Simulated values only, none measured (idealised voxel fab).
A process module follows: voxel self aligned vias.
Each square cell in cross-section cut measures 5 nm, and the section as a whole is 300 nm wide.
Notation: cross-section as square-cell grid; stated in bands, top first, going down; one or more cell rows per band. A band entry consists of two parts. The first gives the height of the band's top and the height of its bottom, in nm. The rest lists the band's materials from left to right, each with its width in nm. A single material labelled with the word "throughout" fills the band from edge to edge, and the word "blank" marks empty space. Convention: height 0 is the level below which the wafer, as received, is all one material. The lowest band does not terminate at the bottom but continues downward, represented as "0 nm and below". The notation "30..40" denotes a width that varies across the rows of cells in the band, beginning at the first number in the top row, finishing at the second number in the bottom row, and changing by an identical amount from each row to the next. When a step is marked "no modification", none of the cells in the cross-section changed during that step. "Enclosed internal cavities" enumerates empty spaces isolated from the top, with no open way to it, that contain at least 8 cells, giving each as width x height at distance from the left edge, all three in nm. The remark found on a step's line after its settings is issued by the simulator itself and pertains to that step. Each step line may optionally specify "overlay nm", which for a step with a mask gives the rightward distance between the mask's planned place and where it lay, a negative value indicating the leftward direction.

List of planned process steps
1: op RECEIVE | material Si
2: op CONFORMAL_DEP | material SiO2 | thk nm 10
3: op CONFORMAL_DEP | material SiCN | thk nm 5
4: op DIRECTIONAL_DEP | material lowk | thk nm 30
5: op MASKED_ETCH | tone open | mask id LINES | width nm 20 | pitch nm 70 | etch materials lowk | depth nm 30 | overlay nm 0
6: op CONFORMAL_DEP | material TiN | thk nm 5
7: op FILL_DEP | material Ru | thk nm 10
8: op CMP | height nm 45
9: op SELECTIVE_ETCH | etch materials W Ru TiN | depth nm 10
10: op FILL_DEP | material SiN | thk nm 5
11: op CMP | height nm 45
12: op DIRECTIONAL_DEP | material lowk | thk nm 20
13: op DIRECTIONAL_DEP | material aC | thk nm 15
14: op PATTERN | tone open | mask id VIAS | material resist | width nm 40 | pitch nm 140 | thk nm 30 | overlay nm 0
15: op DIRECTIONAL_ETCH | etch materials aC | depth nm 15
16: op STRIP | etch materials resist
17: op DIRECTIONAL_ETCH | etch materials lowk | depth nm 20
18: op DIRECTIONAL_ETCH | etch materials SiN | depth nm 10
19: op STRIP | etch materials aC
20: op CONFORMAL_DEP | material TiN | thk nm 5
21: op FILL_DEP | material Cu | thk nm 5
22: op CMP | height nm 65
23: op CONFORMAL_DEP | material SiCN | thk nm 5

The cross-section here shows the wafer as received, i.e. in its state after step 1
	0 nm and below: Si throughout
	Enclosed internal cavities: none

Module complete - cross-section of the first of two wafers, run according to plan
	70 nm to 65 nm: SiCN throughout
	65 nm to 50 nm: lowk 60  TiN 5  Cu 30  TiN 5  lowk 100  TiN 5  Cu 30  TiN 5  lowk 60
	50 nm to 45 nm: lowk 60  TiN 15  Cu 10  TiN 15  lowk 100  TiN 15  Cu 10  TiN 15  lowk 60
	45 nm to 40 nm: lowk 70  TiN 5  Cu 10  TiN 5  lowk 50  SiN 20  lowk 50  TiN 5  Cu 10  TiN 5  lowk 70
	40 nm to 35 nm: lowk 70  TiN 20  lowk 50  SiN 20  lowk 50  TiN 20  lowk 70
	35 nm to 20 nm: lowk 70  TiN 5  Ru 10  TiN 5  lowk 50  TiN 5  Ru 10  TiN 5  lowk 50  TiN 5  Ru 10  TiN 5  lowk 70
	20 nm to 15 nm: lowk 70  TiN 20  lowk 50  TiN 20  lowk 50  TiN 20  lowk 70
	15 nm to 10 nm: SiCN throughout
	10 nm to 0 nm: SiO2 throughout
	0 nm and below: Si throughout
	Enclosed internal cavities: none

This is the second of the two wafers, cross-sectioned at the end of the module; it started exactly like the first and was given the same plan, but it was run with one mistake
	70 nm to 65 nm: SiCN throughout
	65 nm to 45 nm: lowk 60  TiN 5  Cu 30  TiN 5  lowk 100  TiN 5  Cu 30  TiN 5  lowk 60
	45 nm to 40 nm: lowk 60  TiN 5  Cu 30  TiN 5  lowk 40  SiN 20  lowk 40  TiN 5  Cu 30  TiN 5  lowk 60
	40 nm to 35 nm: lowk 60  TiN 40  lowk 40  SiN 20  lowk 40  TiN 40  lowk 60
	35 nm to 25 nm: lowk 60  TiN 15  Ru 10  TiN 15  lowk 40  TiN 5  Ru 10  TiN 5  lowk 40  TiN 15  Ru 10  TiN 15  lowk 60
	25 nm to 20 nm: lowk 70  TiN 5  Ru 10  TiN 5  lowk 50  TiN 5  Ru 10  TiN 5  lowk 50  TiN 5  Ru 10  TiN 5  lowk 70
	20 nm to 15 nm: lowk 70  TiN 20  lowk 50  TiN 20  lowk 50  TiN 20  lowk 70
	15 nm to 10 nm: SiCN throughout
	10 nm to 0 nm: SiO2 throughout
	0 nm and below: Si throughout
	Enclosed internal cavities: none
What was the processing mistake? heads up, step 17 of the plan got done twice
Final comparison by cell count, materials where the second wafer has more or fewer than the first: Cu: 16 more | TiN: 16 more | lowk: 32 fewer
